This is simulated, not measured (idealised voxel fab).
Presented below is a process module, voxel transistor to metal.
The cross-section on display is named cut; it measures 295 nm wide, and its cells are 5 nm squares.
In what follows, cross-sections appear as grids of square cells, described through bands that run from the top down, where every band is one or more rows of cells.
Band entry format. Leading values: height of top, height of bottom, nm. Remainder: materials in left-to-right order, each with its width in nm. Special words: "all across" on a single material, which then fills the band edge to edge; "empty", empty space.
Heights are measured from 0, the level below which the as-received wafer is all one material; the lowest band has no bottom and continues downward, written as in "0 and below".
A two-number width, for instance "30 to 40", indicates that the width is equal to the first number in the top row of the band and to the second number in the bottom row, and that it changes by a constant amount per row of cells.
A step reported as "no change occurred" is a step in which no cell of the cross-section changed.
Under "Closed internal cavities" you'll find the enclosed gaps, the ones with no way out to the top, that are 8 cells or bigger; each reads width x height at distance, with distance counted from the left edge, everything in nm.
Formally, on a step line, whatever follows the settings is a remark that the simulator itself makes on the step.
Each step line may optionally specify "overlay nm", which for a step with a mask gives the rightward distance between the mask's planned place and where it lay, a negative value indicating the leftward direction.
### These are the steps we planned for the process
1: RECEIVE,material Si
2: OXIDIZE,depth nm 5
3: CONFORMAL_DEP,material SiN,thk nm 15
4: MASKED_ETCH,tone cover,mask id ACTIVE,width nm 115,pitch nm 135,etch materials SiN,depth nm 15,overlay nm 0
5: MASKED_ETCH,tone cover,mask id ACTIVE,width nm 115,pitch nm 135,etch materials SiO2,depth nm 5,overlay nm 0
6: MASKED_ETCH,tone cover,mask id ACTIVE,width nm 115,pitch nm 135,etch materials Si,depth nm 35,overlay nm 0
7: FILL_DEP,material SiO2,thk nm 15
8: CMP,height nm 15
9: SELECTIVE_ETCH,etch materials SiO2,depth nm 5
10: STRIP,etch materials SiN
11: SELECTIVE_ETCH,etch materials SiO2,depth nm 5
12: OXIDIZE,depth nm 5
13: DIRECTIONAL_DEP,material polySi,thk nm 20
14: DIRECTIONAL_DEP,material SiCN,thk nm 15
15: DIRECTIONAL_DEP,material aC,thk nm 15
16: PATTERN,tone cover,mask id GATE,material resist,width nm 15,pitch nm 135,thk nm 35,overlay nm 0
17: DIRECTIONAL_ETCH,etch materials aC,depth nm 15
18: STRIP,etch materials resist
19: DIRECTIONAL_ETCH,etch materials SiCN,depth nm 25
20: DIRECTIONAL_ETCH,etch materials polySi,depth nm 30
21: STRIP,etch materials aC
22: CONFORMAL_DEP,material SiN,thk nm 5
23: DIRECTIONAL_ETCH,etch materials SiN,depth nm 5
24: DIRECTIONAL_ETCH,etch materials SiO2,depth nm 5
25: DIRECTIONAL_ETCH,etch materials Si,depth nm 5
26: EPI,material pSi,thk nm 10
27: FILL_DEP,material SiO2,thk nm 10
28: CMP,height nm 30
29: DIRECTIONAL_DEP,material SiO2,thk nm 15
30: MASKED_ETCH,tone open,mask id CONTACT,width nm 20,etch materials SiO2,depth nm 50,overlay nm 0
31: CONFORMAL_DEP,material TiN,thk nm 5
32: FILL_DEP,material W,thk nm 10
33: CMP,height nm 45
34: DIRECTIONAL_DEP,material TiN,thk nm 5
35: DIRECTIONAL_DEP,material Ru,thk nm 20
36: DIRECTIONAL_DEP,material aC,thk nm 15
37: PATTERN,tone cover,mask id METAL_1,material resist,width nm 20,thk nm 30,overlay nm -15
38: DIRECTIONAL_ETCH,etch materials aC,depth nm 15
39: STRIP,etch materials resist
40: DIRECTIONAL_ETCH,etch materials Ru,depth nm 20
41: DIRECTIONAL_ETCH,etch materials TiN,depth nm 5
42: STRIP,etch materials aC
43: CONFORMAL_DEP,material SiCN,thk nm 5
44: FILL_DEP,material SiO2,thk nm 10
45: CMP,height nm 70
46: CONFORMAL_DEP,material SiN,thk nm 5
Keep in mind the plan's value for the overlay nm of step 37 comes from the first wafer; the wafers don't share that setting, but they do share the same starting point.
### First wafer of several, as received: cross-section after step 1
	0 and below  Si all across
	Closed internal cavities: none
### End of module: cross-section of the first of several wafers after step 46, the last step
	75 down to 70  SiN all across
	70 down to 50  10 SiO2  5 SiCN  20 Ru  5 SiCN  45 SiO2  5 SiCN  20 Ru  5 SiCN  30 SiO2  5 SiCN  20 Ru  5 SiCN  45 SiO2  5 SiCN  20 Ru  5 SiCN  45 SiO2
	50 down to 45  15 SiCN  20 TiN  55 SiCN  20 TiN  40 SiCN  20 TiN  55 SiCN  20 TiN  50 SiCN
	45 down to 30  30 SiO2  5 TiN  10 W  5 TiN  55 SiO2  5 TiN  10 W  5 TiN  40 SiO2  5 TiN  10 W  5 TiN  55 SiO2  5 TiN  10 W  5 TiN  35 SiO2
	30 down to 15  30 SiO2  5 TiN  10 W  5 TiN  15 SiO2  5 SiN  15 SiCN  5 SiN  15 SiO2  5 TiN  10 W  5 TiN  40 SiO2  5 TiN  10 W  5 TiN  15 SiO2  5 SiN  15 SiCN  5 SiN  15 SiO2  5 TiN  10 W  5 TiN  35 SiO2
	15 down to 5  30 SiO2  5 TiN  10 W  5 TiN  15 SiO2  5 SiN  15 polySi  5 SiN  15 SiO2  5 TiN  10 W  5 TiN  40 SiO2  5 TiN  10 W  5 TiN  15 SiO2  5 SiN  15 polySi  5 SiN  15 SiO2  5 TiN  10 W  5 TiN  35 SiO2
	5 down to 0  15 SiO2  5 SiN  10 SiO2  5 TiN  10 W  5 TiN  15 SiO2  5 SiN  15 polySi  5 SiN  15 SiO2  5 TiN  10 W  5 TiN  10 SiO2  5 SiN  10 SiO2  5 SiN  10 SiO2  5 TiN  10 W  5 TiN  15 SiO2  5 SiN  15 polySi  5 SiN  15 SiO2  5 TiN  10 W  5 TiN  10 SiO2  5 SiN  20 SiO2
	0 down to -5  15 SiO2  5 SiN  10 SiO2  20 TiN  5 SiO2  10 pSi  5 SiN  15 polySi  5 SiN  10 pSi  5 SiO2  20 TiN  10 SiO2  5 SiN  10 SiO2  5 SiN  10 SiO2  20 TiN  5 SiO2  10 pSi  5 SiN  15 polySi  5 SiN  10 pSi  5 SiO2  20 TiN  10 SiO2  5 SiN  20 SiO2
	-5 down to -10  20 SiO2  45 pSi  25 SiO2  45 pSi  20 SiO2  45 pSi  25 SiO2  45 pSi  25 SiO2
	-10 down to -15  20 SiO2  45 pSi  25 Si  45 pSi  20 SiO2  45 pSi  25 Si  45 pSi  25 SiO2
	-15 down to -40  20 SiO2  115 Si  20 SiO2  115 Si  25 SiO2
	-40 and below  Si all across
	Closed internal cavities: none
### Here we cross-sectioned the last of the wafers once the module was done
	75 down to 70  SiN all across
	70 down to 50  40 SiO2  5 SiCN  20 Ru  5 SiCN  45 SiO2  5 SiCN  20 Ru  5 SiCN  30 SiO2  5 SiCN  20 Ru  5 SiCN  45 SiO2  5 SiCN  20 Ru  5 SiCN  15 SiO2
	50 down to 45  45 SiCN  20 TiN  55 SiCN  20 TiN  40 SiCN  20 TiN  55 SiCN  20 TiN  20 SiCN
	45 down to 30  30 SiO2  5 TiN  10 W  5 TiN  55 SiO2  5 TiN  10 W  5 TiN  40 SiO2  5 TiN  10 W  5 TiN  55 SiO2  5 TiN  10 W  5 TiN  35 SiO2
	30 down to 15  30 SiO2  5 TiN  10 W  5 TiN  15 SiO2  5 SiN  15 SiCN  5 SiN  15 SiO2  5 TiN  10 W  5 TiN  40 SiO2  5 TiN  10 W  5 TiN  15 SiO2  5 SiN  15 SiCN  5 SiN  15 SiO2  5 TiN  10 W  5 TiN  35 SiO2
	15 down to 5  30 SiO2  5 TiN  10 W  5 TiN  15 SiO2  5 SiN  15 polySi  5 SiN  15 SiO2  5 TiN  10 W  5 TiN  40 SiO2  5 TiN  10 W  5 TiN  15 SiO2  5 SiN  15 polySi  5 SiN  15 SiO2  5 TiN  10 W  5 TiN  35 SiO2
	5 down to 0  15 SiO2  5 SiN  10 SiO2  5 TiN  10 W  5 TiN  15 SiO2  5 SiN  15 polySi  5 SiN  15 SiO2  5 TiN  10 W  5 TiN  10 SiO2  5 SiN  10 SiO2  5 SiN  10 SiO2  5 TiN  10 W  5 TiN  15 SiO2  5 SiN  15 polySi  5 SiN  15 SiO2  5 TiN  10 W  5 TiN  10 SiO2  5 SiN  20 SiO2
	0 down to -5  15 SiO2  5 SiN  10 SiO2  20 TiN  5 SiO2  10 pSi  5 SiN  15 polySi  5 SiN  10 pSi  5 SiO2  20 TiN  10 SiO2  5 SiN  10 SiO2  5 SiN  10 SiO2  20 TiN  5 SiO2  10 pSi  5 SiN  15 polySi  5 SiN  10 pSi  5 SiO2  20 TiN  10 SiO2  5 SiN  20 SiO2
	-5 down to -10  20 SiO2  45 pSi  25 SiO2  45 pSi  20 SiO2  45 pSi  25 SiO2  45 pSi  25 SiO2
	-10 down to -15  20 SiO2  45 pSi  25 Si  45 pSi  20 SiO2  45 pSi  25 Si  45 pSi  25 SiO2
	-15 down to -40  20 SiO2  115 Si  20 SiO2  115 Si  25 SiO2
	-40 and below  Si all across
	Closed internal cavities: none
### Quick key for the table: a row per wafer, taken at the end of the module. For each material it tells you how many cells the wafer gained (+) or lost (-) since it came in, and the closed voids come after
overlay nm -15; +64 Ru; -232 Si; +93 SiCN; +95 SiN; +585 SiO2; +104 TiN; +72 W; +80 pSi; +24 polySi; Closed internal cavities: none
overlay nm -10; +64 Ru; -232 Si; +93 SiCN; +95 SiN; +585 SiO2; +104 TiN; +72 W; +80 pSi; +24 polySi; Closed internal cavities: none
overlay nm -5; +64 Ru; -232 Si; +93 SiCN; +95 SiN; +585 SiO2; +104 TiN; +72 W; +80 pSi; +24 polySi; Closed internal cavities: none
overlay nm 0; +64 Ru; -232 Si; +93 SiCN; +95 SiN; +585 SiO2; +104 TiN; +72 W; +80 pSi; +24 polySi; Closed internal cavities: none
overlay nm 5; +64 Ru; -232 Si; +93 SiCN; +95 SiN; +585 SiO2; +104 TiN; +72 W; +80 pSi; +24 polySi; Closed internal cavities: none
overlay nm 10; +64 Ru; -232 Si; +93 SiCN; +95 SiN; +585 SiO2; +104 TiN; +72 W; +80 pSi; +24 polySi; Closed internal cavities: none
overlay nm 15; +64 Ru; -232 Si; +93 SiCN; +95 SiN; +585 SiO2; +104 TiN; +72 W; +80 pSi; +24 polySi; Closed internal cavities: none
